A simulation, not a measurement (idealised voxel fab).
process module | voxel transistor to metal
cross-section cut | 155 nm wide | cells 5 nm
A cross-section is a grid of square cells, given in bands from the top down. A band is one or more rows of cells.
Each band's line starts with the height of the band's top and of its bottom, in nm. Then come its materials from left to right, each with its width in nm. One material with "throughout" fills the band from edge to edge. "air" is empty space.
Height 0 is the level under which the wafer as received is all one material. The lowest band goes on downwards, as in "0 down".
A width such as "30 to 40" changes by the same amount from each row of cells to the next, from the band's top row to its bottom row.
"no change" after a step means that no cell of the cross-section changed.
closed voids: empty space of 8 cells or more with no open way to the top, each as width x height at its distance from the left edge, in nm
after a step's settings: what the simulator itself notes on the step
overlay nm, on a step with a mask: how far to the right of its planned place the mask lay; to the left if negative
plan
1 op RECEIVE | material Si
2 op CONFORMAL_DEP | material SiO2 | thk nm 5
3 op CONFORMAL_DEP | material SiN | thk nm 10
4 op PATTERN | tone cover | mask id ACTIVE | material resist | width nm 105 | thk nm 15 | overlay nm 0
5 op DIRECTIONAL_ETCH | etch materials SiN | depth nm 10
6 op DIRECTIONAL_ETCH | etch materials SiO2 | depth nm 5
7 op DIRECTIONAL_ETCH | etch materials Si | depth nm 35
8 op STRIP | etch materials resist
9 op OXIDIZE | depth nm 5
10 op FILL_DEP | material SiO2 | thk nm 10
11 op CMP | height nm 15
12 op SELECTIVE_ETCH | etch materials SiO2 | depth nm 10
13 op STRIP | etch materials SiN
14 op SELECTIVE_ETCH | etch materials SiO2 | depth nm 5
15 op OXIDIZE | depth nm 5
16 op DIRECTIONAL_DEP | material polySi | thk nm 20
17 op DIRECTIONAL_DEP | material SiCN | thk nm 10
18 op MASKED_ETCH | tone cover | mask id GATE | width nm 25 | etch materials SiCN | depth nm 20 | overlay nm 0
19 op MASKED_ETCH | tone cover | mask id GATE | width nm 25 | etch materials polySi | depth nm 30 | overlay nm 0
20 op CONFORMAL_DEP | material SiN | thk nm 10
21 op DIRECTIONAL_ETCH | etch materials SiN | depth nm 10
22 op DIRECTIONAL_ETCH | etch materials SiO2 | depth nm 5
23 op EPI | material SiGe | thk nm 5
24 op FILL_DEP | material SiO2 | thk nm 10
25 op CMP | height nm 30
26 op DIRECTIONAL_DEP | material SiO2 | thk nm 10
27 op MASKED_ETCH | tone open | mask id CONTACT | width nm 25 | pitch nm 60 | etch materials SiO2 | depth nm 40 | overlay nm 0
28 op CONFORMAL_DEP | material TiN | thk nm 5
29 op FILL_DEP | material Ru | thk nm 5
30 op CMP | height nm 40
31 op CONFORMAL_DEP | material SiN | thk nm 5
32 op DIRECTIONAL_DEP | material SiO2 | thk nm 20
33 op PATTERN | tone open | mask id METAL_1 | material resist | width nm 15 | pitch nm 70 | thk nm 20 | overlay nm 0
34 op DIRECTIONAL_ETCH | etch materials SiO2 | depth nm 20
35 op DIRECTIONAL_ETCH | etch materials SiN | depth nm 5
36 op STRIP | etch materials resist
37 op CONFORMAL_DEP | material TiN | thk nm 5
38 op FILL_DEP | material Cu | thk nm 5
39 op CMP | height nm 65
40 op EPI | material Ru | thk nm 5
41 op FILL_DEP | material SiCN | thk nm 5
42 op DIRECTIONAL_DEP | material lowk | thk nm 35
43 op DIRECTIONAL_DEP | material aC | thk nm 15
44 op PATTERN | tone open | mask id METAL_2 | material resist | width nm 15 | pitch nm 70 | thk nm 30 | overlay nm 0
45 op DIRECTIONAL_ETCH | etch materials aC | depth nm 15
46 op STRIP | etch materials resist
47 op DIRECTIONAL_ETCH | etch materials lowk | depth nm 20
48 op STRIP | etch materials aC
49 op PATTERN | tone open | mask id METAL_2_HOLES | material resist | width nm 15 | pitch nm 70 | thk nm 15 | overlay nm 0
50 op DIRECTIONAL_ETCH | etch materials lowk | depth nm 15
51 op DIRECTIONAL_ETCH | etch materials SiCN | depth nm 5
52 op STRIP | etch materials resist
53 op CONFORMAL_DEP | material TiN | thk nm 5
54 op FILL_DEP | material Ru | thk nm 5
55 op CMP | height nm 110
56 op CONFORMAL_DEP | material SiCN | thk nm 5
as received, after step 1
  0 down: Si throughout
  closed voids: none
first wafer at the end, as planned
  115 to 110: SiCN throughout
  110 to 75: lowk 35 | TiN 5 | Ru 5 | TiN 5 | lowk 55 | TiN 5 | Ru 5 | TiN 5 | lowk 35
  75 to 70: SiCN 35 | TiN 15 | SiCN 55 | TiN 15 | SiCN 35
  70 to 65: SiCN 30 | Ru 25 | SiCN 45 | Ru 25 | SiCN 30
  65 to 45: SiO2 35 | TiN 5 | Cu 5 | TiN 5 | SiO2 55 | TiN 5 | Cu 5 | TiN 5 | SiO2 35
  45 to 40: SiN 35 | TiN 15 | SiN 55 | TiN 15 | SiN 35
  40 to 30: SiO2 35 | TiN 5 | Ru 15 to 10 | TiN 5 to 10 | SiO2 35 | TiN 5 to 10 | Ru 15 to 10 | TiN 5 | SiO2 35
  30 to 20: SiO2 35 | TiN 5 | Ru 10 | TiN 5 | SiN 10 | SiCN 25 | SiN 10 | TiN 5 | Ru 10 | TiN 5 | SiO2 35
  20 to 5: SiO2 35 | TiN 5 | Ru 10 | TiN 5 | SiN 10 | polySi 25 | SiN 10 | TiN 5 | Ru 10 | TiN 5 | SiO2 35
  5 to 0: SiO2 35 | TiN 20 | SiN 10 | polySi 25 | SiN 10 | TiN 20 | SiO2 35
  0 to -5: SiO2 25 | SiGe 30 | SiO2 45 | SiGe 30 | SiO2 25
  -5 to -40: SiO2 30 | Si 95 | SiO2 30
  -40 down: Si throughout
  closed voids: none
second wafer at the end: like start, like plan, one mistake
  115 to 110: SiCN throughout
  110 to 75: lowk 35 | TiN 5 | Ru 5 | TiN 5 | lowk 55 | TiN 5 | Ru 5 | TiN 5 | lowk 35
  75 to 70: SiCN 35 | TiN 15 | SiCN 55 | TiN 15 | SiCN 35
  70 to 65: SiCN 30 | Ru 25 | SiCN 45 | Ru 25 | SiCN 30
  65 to 45: SiO2 35 | TiN 5 | Cu 5 | TiN 5 | SiO2 55 | TiN 5 | Cu 5 | TiN 5 | SiO2 35
  45 to 40: SiN 35 | TiN 15 | SiN 55 | TiN 15 | SiN 35
  40 to 30: SiO2 35 | TiN 5 | Ru 10 | TiN 5 | SiO2 45 | TiN 5 | Ru 10 | TiN 5 | SiO2 35
  30 to 20: SiO2 35 | TiN 5 | Ru 10 | TiN 5 | SiN 10 | SiCN 25 | SiN 10 | TiN 5 | Ru 10 | TiN 5 | SiO2 35
  20 to 15: SiO2 35 | TiN 5 | Ru 10 | TiN 5 | SiN 10 | polySi 25 | SiN 10 | TiN 5 | Ru 10 | TiN 5 | SiO2 35
  15 to 10: SiO2 35 | TiN 20 | SiN 10 | polySi 25 | SiN 10 | TiN 20 | SiO2 35
  10 to 0: SiO2 55 | SiN 10 | polySi 25 | SiN 10 | SiO2 55
  0 to -5: SiO2 25 | SiGe 30 | SiO2 45 | SiGe 30 | SiO2 25
  -5 to -40: SiO2 30 | Si 95 | SiO2 30
  -40 down: Si throughout
  closed voids: none
what went wrong: steps 26 and 27 were swapped
at the end the second wafer has, in cells: 10 fewer of Ru | 20 more of SiO2 | 10 fewer of TiN
